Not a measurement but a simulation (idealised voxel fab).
You're looking at the process module voxel transistor to metal.
For reference, the cross-section in this document is cut, with width 180 nm and square cells of 5 nm.
In what follows, cross-sections appear as grids of square cells, described through bands that run from the top down, where every band is one or more rows of cells. First you get the band's top height and its bottom height, in nm, and then the materials it's made of, left to right, with each width in nm. If you see a single material with "edge to edge", that one covers the band edge to edge. "blank" is empty space. Convention: height 0 is the level below which the wafer, as received, is all one material. The lowest band does not terminate at the bottom but continues downward, represented as "0 down". When a width is written as two numbers, as in "30->40", the first number is the width in the top row of cells of the band and the second is the width in its bottom row, and the width changes by the same amount from each row to the next. Take "identical to before" at face value: in the step it is given for, the cross-section changed in none of its cells. "Unvented voids" enumerates empty spaces isolated from the top, with no open way to it, that contain at least 8 cells, giving each as width x height at distance from the left edge, all three in nm. That trailing text on a step's line, after the settings, is the simulator's own remark on the step. "overlay nm" denotes, for a step that has a mask, the displacement of the mask to the right of its planned place, with negative values corresponding to the left.

[The following list gives the planned process steps]
1 RECEIVE, material Si
2 CONFORMAL_DEP, material SiO2, thk nm 5
3 CONFORMAL_DEP, material SiN, thk nm 10
4 DIRECTIONAL_DEP, material aC, thk nm 10
5 PATTERN, tone cover, mask id ACTIVE, material resist, width nm 110, thk nm 30, overlay nm 0
6 DIRECTIONAL_ETCH, etch materials aC, depth nm 10
7 STRIP, etch materials resist
8 DIRECTIONAL_ETCH, etch materials SiN, depth nm 10
9 DIRECTIONAL_ETCH, etch materials SiO2, depth nm 5
10 DIRECTIONAL_ETCH, etch materials Si, depth nm 30
11 STRIP, etch materials aC
12 FILL_DEP, material SiO2, thk nm 10
13 CMP, height nm 15
14 SELECTIVE_ETCH, etch materials SiO2, depth nm 5
15 STRIP, etch materials SiN
16 SELECTIVE_ETCH, etch materials SiO2, depth nm 5
17 OXIDIZE, depth nm 5
18 DIRECTIONAL_DEP, material polySi, thk nm 25
19 DIRECTIONAL_DEP, material SiCN, thk nm 15
20 PATTERN, tone cover, mask id GATE, material resist, width nm 20, thk nm 20, overlay nm 0
21 DIRECTIONAL_ETCH, etch materials SiCN, depth nm 25
22 DIRECTIONAL_ETCH, etch materials polySi, depth nm 35
23 STRIP, etch materials resist
24 CONFORMAL_DEP, material SiN, thk nm 5
25 DIRECTIONAL_ETCH, etch materials SiN, depth nm 5
26 DIRECTIONAL_ETCH, etch materials SiO2, depth nm 5
27 DIRECTIONAL_ETCH, etch materials Si, depth nm 10
28 EPI, material SiGe, thk nm 10
29 FILL_DEP, material SiO2, thk nm 10
30 CMP, height nm 25
31 STRIP, etch materials polySi
32 SELECTIVE_ETCH, etch materials SiO2, depth nm 5
33 CONFORMAL_DEP, material HfO2, thk nm 5
34 CONFORMAL_DEP, material TiN, thk nm 5
35 FILL_DEP, material W, thk nm 10
36 CMP, height nm 20
37 DIRECTIONAL_DEP, material SiO2, thk nm 10
38 DIRECTIONAL_DEP, material aC, thk nm 10
39 PATTERN, tone open, mask id CONTACT, material resist, width nm 15, pitch nm 75, thk nm 25, overlay nm 0
40 DIRECTIONAL_ETCH, etch materials aC, depth nm 10
41 STRIP, etch materials resist
42 DIRECTIONAL_ETCH, etch materials SiO2, depth nm 35
43 STRIP, etch materials aC
44 CONFORMAL_DEP, material TiN, thk nm 5
45 FILL_DEP, material W, thk nm 5
46 CMP, height nm 30
47 DIRECTIONAL_DEP, material TiN, thk nm 5
48 DIRECTIONAL_DEP, material Ru, thk nm 20
49 DIRECTIONAL_DEP, material aC, thk nm 15
50 PATTERN, tone cover, mask id METAL_1, material resist, width nm 15, pitch nm 75, thk nm 35, overlay nm 0
51 DIRECTIONAL_ETCH, etch materials aC, depth nm 15
52 STRIP, etch materials resist
53 DIRECTIONAL_ETCH, etch materials Ru, depth nm 20
54 DIRECTIONAL_ETCH, etch materials TiN, depth nm 5
55 STRIP, etch materials aC
56 CONFORMAL_DEP, material SiN, thk nm 5
57 FILL_DEP, material lowk, thk nm 10
58 CMP, height nm 55
59 CONFORMAL_DEP, material SiCN, thk nm 5
Same starting wafers, different width nm at step 20. Plan value belongs to the first wafer.

[The first of several wafers as received, shown in cross-section; this is its state after step 1]
- 0 down = Si edge to edge
- Unvented voids: none

[Once step 59, the last step, is complete, the module is at its end; this is the cross-section of the first of several wafers]
- 60 to 55 = SiCN edge to edge
- 55 to 35 = 40 nm lowk  5 nm SiN  15 nm Ru  5 nm SiN  50 nm lowk  5 nm SiN  15 nm Ru  5 nm SiN  40 nm lowk
- 35 to 30 = 45 nm SiN  15 nm TiN  60 nm SiN  15 nm TiN  45 nm SiN
- 30 to 20 = 45 nm SiO2  5 nm TiN  5 nm W  5 nm TiN  60 nm SiO2  5 nm TiN  5 nm W  5 nm TiN  45 nm SiO2
- 20 to 5 = 45 nm SiO2  5 nm TiN  5 nm W  5 nm TiN  15 nm SiO2  5 nm SiN  5 nm HfO2  10 nm TiN  5 nm HfO2  5 nm SiN  15 nm SiO2  5 nm TiN  5 nm W  5 nm TiN  45 nm SiO2
- 5 to 0 = 30 nm SiO2  5 nm SiN  10 nm SiO2  5 nm TiN  5 nm W  5 nm TiN  5 nm SiO2  10 nm SiGe  5 nm SiN  5 nm HfO2  10 nm TiN  5 nm HfO2  5 nm SiN  10 nm SiGe  5 nm SiO2  5 nm TiN  5 nm W  5 nm TiN  10 nm SiO2  5 nm SiN  30 nm SiO2
- 0 to -5 = 45 nm SiO2  15 nm TiN  5 nm SiO2  10 nm SiGe  30 nm HfO2  10 nm SiGe  5 nm SiO2  15 nm TiN  45 nm SiO2
- -5 to -15 = 35 nm SiO2  40 nm SiGe  30 nm Si  40 nm SiGe  35 nm SiO2
- -15 to -30 = 35 nm SiO2  110 nm Si  35 nm SiO2
- -30 down = Si edge to edge
- Unvented voids: none

[Cross-section, module end, final of several wafers]
- 60 to 55 = SiCN edge to edge
- 55 to 35 = 40 nm lowk  5 nm SiN  15 nm Ru  5 nm SiN  50 nm lowk  5 nm SiN  15 nm Ru  5 nm SiN  40 nm lowk
- 35 to 30 = 45 nm SiN  15 nm TiN  60 nm SiN  15 nm TiN  45 nm SiN
- 30 to 20 = 45 nm SiO2  5 nm TiN  5 nm W  5 nm TiN  60 nm SiO2  5 nm TiN  5 nm W  5 nm TiN  45 nm SiO2
- 20 to 10 = 45 nm SiO2  5 nm TiN  5 nm W  5 nm TiN  5 nm SiO2  5 nm SiN  5 nm HfO2  5 nm TiN  25 nm W  5 nm TiN  5 nm HfO2  5 nm SiN  5 nm TiN  5 nm W  5 nm TiN  45 nm SiO2
- 10 to 5 = 45 nm SiO2  15 nm TiN  5 nm SiO2  5 nm SiN  5 nm HfO2  5 nm TiN  25 nm W  5 nm TiN  5 nm HfO2  5 nm SiN  15 nm TiN  45 nm SiO2
- 5 to 0 = 30 nm SiO2  5 nm SiN  10 nm SiO2  10 nm TiN  10 nm SiGe  5 nm SiN  5 nm HfO2  35 nm TiN  5 nm HfO2  5 nm SiN  10 nm SiGe  5 nm TiN  10 nm SiO2  5 nm SiN  30 nm SiO2
- 0 to -5 = 45 nm SiO2  10 nm TiN  10 nm SiGe  55 nm HfO2  10 nm SiGe  5 nm TiN  45 nm SiO2
- -5 to -15 = 35 nm SiO2  30 nm SiGe  55 nm Si  25 nm SiGe  35 nm SiO2
- -15 to -30 = 35 nm SiO2  110 nm Si  35 nm SiO2
- -30 down = Si edge to edge
- Unvented voids: none

[Per wafer, end of module: cells gained (+) or lost (-) per material since receipt, then closed voids]
width nm 20 | +14 HfO2 | +24 Ru | -138 Si | +36 SiCN | +40 SiGe | +56 SiN | +240 SiO2 | +44 TiN | +12 W | +104 lowk | Unvented voids: none
width nm 25 | +15 HfO2 | +24 Ru | -136 Si | +36 SiCN | +38 SiGe | +56 SiN | +235 SiO2 | +45 TiN | +15 W | +104 lowk | Unvented voids: none
width nm 30 | +16 HfO2 | +24 Ru | -134 Si | +36 SiCN | +36 SiGe | +56 SiN | +230 SiO2 | +46 TiN | +18 W | +104 lowk | Unvented voids: none
width nm 35 | +17 HfO2 | +24 Ru | -132 Si | +36 SiCN | +34 SiGe | +56 SiN | +227 SiO2 | +47 TiN | +19 W | +104 lowk | Unvented voids: none
width nm 40 | +18 HfO2 | +24 Ru | -130 Si | +36 SiCN | +32 SiGe | +56 SiN | +224 SiO2 | +48 TiN | +20 W | +104 lowk | Unvented voids: none
width nm 45 | +19 HfO2 | +24 Ru | -128 Si | +36 SiCN | +30 SiGe | +56 SiN | +221 SiO2 | +47 TiN | +23 W | +104 lowk | Unvented voids: none
